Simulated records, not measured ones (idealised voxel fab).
The name of this process module is voxel transistor to metal.
Each square cell in cross-section cut measures 5 nm, and the section as a whole is 190 nm wide.
A cross-section is written here as square cells arranged in a grid, and it is given in bands from the top down, each band taking up one or more rows of cells.
A band entry consists of two parts. The first gives the height of the band's top and the height of its bottom, in nm. The rest lists the band's materials from left to right, each with its width in nm. A single material labelled with the word "all across" fills the band from edge to edge, and the word "empty" marks empty space.
For the purposes of this specification, 0 denotes the height below which the wafer in its as-received condition is composed wholly of one material, and the lowermost band, lacking a lower limit, extends downward without end, as expressed in "0 and below".
Width: "30..40" (first number = top row, second number = bottom row, same change from row to row of cells).
A step reported as "same as before" is a step in which no cell of the cross-section changed.
The list in "Unvented cavities" covers empty spaces of 8 cells or more that cannot reach the top through any open way, and it gives each as width x height at distance; the distance is from the left edge, and width, height and distance are in nm.
Text after the settings on a step's line: the simulator's own remark on that step.
"overlay nm", when on a step's line for a step with a mask, measures how far to the right of its planned place the mask lay; a negative measure means to the left.
Here's what the planned process steps look like:
| 1 | RECEIVE with material Si |
| 2 | OXIDIZE with depth nm 5 |
| 3 | CONFORMAL_DEP with material SiN, thk nm 15 |
| 4 | PATTERN with tone cover, mask id ACTIVE, material resist, width nm 115, thk nm 20, overlay nm 0 |
| 5 | DIRECTIONAL_ETCH with etch materials SiN, depth nm 15 |
| 6 | DIRECTIONAL_ETCH with etch materials SiO2, depth nm 5 |
| 7 | DIRECTIONAL_ETCH with etch materials Si, depth nm 30 |
| 8 | STRIP with etch materials resist |
| 9 | FILL_DEP with material SiO2, thk nm 10 |
| 10 | CMP with height nm 15 |
| 11 | SELECTIVE_ETCH with etch materials SiO2, depth nm 15 |
| 12 | STRIP with etch materials SiN |
| 13 | SELECTIVE_ETCH with etch materials SiO2, depth nm 5 |
| 14 | OXIDIZE with depth nm 5 |
| 15 | DIRECTIONAL_DEP with material polySi, thk nm 25 |
| 16 | DIRECTIONAL_DEP with material SiCN, thk nm 10 |
| 17 | MASKED_ETCH with tone cover, mask id GATE, width nm 25, etch materials SiCN, depth nm 20, overlay nm 0 |
| 18 | MASKED_ETCH with tone cover, mask id GATE, width nm 25, etch materials polySi, depth nm 35, overlay nm 0 |
| 19 | CONFORMAL_DEP with material SiO2, thk nm 5 |
| 20 | DIRECTIONAL_ETCH with etch materials SiO2, depth nm 5 |
| 21 | CONFORMAL_DEP with material SiN, thk nm 10 |
| 22 | DIRECTIONAL_ETCH with etch materials SiN, depth nm 10 |
| 23 | DIRECTIONAL_ETCH with etch materials SiO2, depth nm 5 |
| 24 | EPI with material pSi, thk nm 5 |
| 25 | FILL_DEP with material SiO2, thk nm 10 |
| 26 | CMP with height nm 20 |
| 27 | STRIP with etch materials polySi |
| 28 | SELECTIVE_ETCH with etch materials SiO2, depth nm 5 |
| 29 | CONFORMAL_DEP with material HfO2, thk nm 5 |
| 30 | CONFORMAL_DEP with material TiN, thk nm 5 |
| 31 | FILL_DEP with material W, thk nm 10 |
| 32 | CMP with height nm 15 |
| 33 | DIRECTIONAL_DEP with material SiO2, thk nm 15 |
| 34 | PATTERN with tone open, mask id CONTACT, material resist, width nm 15, pitch nm 80, thk nm 15, overlay nm 0 |
| 35 | DIRECTIONAL_ETCH with etch materials SiO2, depth nm 35 |
| 36 | STRIP with etch materials resist |
| 37 | CONFORMAL_DEP with material TiN, thk nm 5 |
| 38 | FILL_DEP with material Ru, thk nm 10 |
| 39 | CMP with height nm 30 |
| 40 | DIRECTIONAL_DEP with material TiN, thk nm 5 |
| 41 | DIRECTIONAL_DEP with material W, thk nm 15 |
| 42 | MASKED_ETCH with tone cover, mask id METAL_1, width nm 15, pitch nm 80, etch materials W, depth nm 15, overlay nm 0 |
| 43 | MASKED_ETCH with tone cover, mask id METAL_1, width nm 15, pitch nm 80, etch materials TiN, depth nm 5, overlay nm 0 |
| 44 | CONFORMAL_DEP with material SiCN, thk nm 5 |
| 45 | FILL_DEP with material lowk, thk nm 5 |
| 46 | CMP with height nm 50 |
| 47 | CONFORMAL_DEP with material SiCN, thk nm 5 |
| 48 | DIRECTIONAL_DEP with material SiO2, thk nm 30 |
| 49 | DIRECTIONAL_DEP with material aC, thk nm 15 |
| 50 | PATTERN with tone open, mask id METAL_2, material resist, width nm 15, pitch nm 80, thk nm 30, overlay nm 0 |
| 51 | DIRECTIONAL_ETCH with etch materials aC, depth nm 15 |
| 52 | STRIP with etch materials resist |
| 53 | DIRECTIONAL_ETCH with etch materials SiO2, depth nm 15 |
| 54 | STRIP with etch materials aC |
| 55 | PATTERN with tone open, mask id METAL_2_HOLES, material resist, width nm 15, pitch nm 80, thk nm 15, overlay nm 0 |
| 56 | DIRECTIONAL_ETCH with etch materials SiO2, depth nm 15 |
| 57 | DIRECTIONAL_ETCH with etch materials SiCN, depth nm 5 |
| 58 | STRIP with etch materials resist |
| 59 | CONFORMAL_DEP with material TiN, thk nm 5 |
| 60 | FILL_DEP with material Cu, thk nm 5 |
| 61 | CMP with height nm 85 |
| 62 | CONFORMAL_DEP with material SiN, thk nm 5 |
Incoming wafer, cross-sectional view, post step 1:
    0 and below | Si all across
    Unvented cavities: none
first wafer at the end, as planned:
    90 down to 85 | SiN all across
    85 down to 55 | 45 SiO2; 5 TiN; 5 Cu; 5 TiN; 65 SiO2; 5 TiN; 5 Cu; 5 TiN; 50 SiO2
    55 down to 50 | 45 SiCN; 15 TiN; 65 SiCN; 15 TiN; 50 SiCN
    50 down to 35 | 40 lowk; 5 SiCN; 15 W; 5 SiCN; 55 lowk; 5 SiCN; 15 W; 5 SiCN; 45 lowk
    35 down to 30 | 45 SiCN; 15 TiN; 65 SiCN; 15 TiN; 50 SiCN
    30 down to 15 | 45 SiO2; 5 TiN; 5 Ru; 5 TiN; 65 SiO2; 5 TiN; 5 Ru; 5 TiN; 50 SiO2
    15 down to 0 | 45 SiO2; 5 TiN; 5 Ru; 5 TiN; 5 SiO2; 10 SiN; 5 HfO2; 5 TiN; 15 W; 5 TiN; 5 HfO2; 10 SiN; 5 SiO2; 5 TiN; 5 Ru; 5 TiN; 50 SiO2
    0 down to -5 | 45 SiO2; 15 TiN; 5 SiO2; 10 SiN; 5 HfO2; 25 TiN; 5 HfO2; 10 SiN; 5 SiO2; 15 TiN; 50 SiO2
    -5 down to -10 | 30 SiO2; 35 pSi; 10 SiO2; 35 HfO2; 10 SiO2; 35 pSi; 35 SiO2
    -10 down to -35 | 35 SiO2; 115 Si; 40 SiO2
    -35 and below | Si all across
    Unvented cavities: none
Cross-sectional view of the second of two wafers upon completion of the module. This wafer shared its starting condition and process plan with the first; one error was made during its execution:
    90 down to 85 | SiN all across
    85 down to 55 | 45 SiO2; 5 TiN; 5 Cu; 5 TiN; 65 SiO2; 5 TiN; 5 Cu; 5 TiN; 50 SiO2
    55 down to 50 | 45 SiCN; 15 TiN; 65 SiCN; 15 TiN; 50 SiCN
    50 down to 35 | 40 lowk; 5 SiCN; 15 W; 5 SiCN; 55 lowk; 5 SiCN; 15 W; 5 SiCN; 45 lowk
    35 down to 30 | 45 SiCN; 15 TiN; 65 SiCN; 15 TiN; 50 SiCN
    30 down to 15 | 40 SiO2; 5 TiN; 15 Ru; 5 TiN; 55 SiO2; 5 TiN; 15 Ru; 5 TiN; 45 SiO2
    15 down to 0 | 40 SiO2; 5 TiN; 15 Ru; 5 TiN; 10 SiN; 5 HfO2; 5 TiN; 15 W; 5 TiN; 5 HfO2; 10 SiN; 5 TiN; 15 Ru; 5 TiN; 45 SiO2
    0 down to -5 | 40 SiO2; 25 TiN; 10 SiN; 5 HfO2; 25 TiN; 5 HfO2; 10 SiN; 25 TiN; 45 SiO2
    -5 down to -10 | 30 SiO2; 35 pSi; 10 SiO2; 35 HfO2; 10 SiO2; 35 pSi; 35 SiO2
    -10 down to -35 | 35 SiO2; 115 Si; 40 SiO2
    -35 and below | Si all across
    Unvented cavities: none
It is concluded that the wafer was processed incorrectly with respect to the plan, in that heads up, step 34 didn't go per plan, it actually ran as PATTERN with tone open, mask id CONTACT, material resist, width nm 25, pitch nm 80, thk nm 15, overlay nm 0
The second wafer ends with more or fewer cells of some materials than the first, per final count: +24 Ru, -28 SiO2, +4 TiN
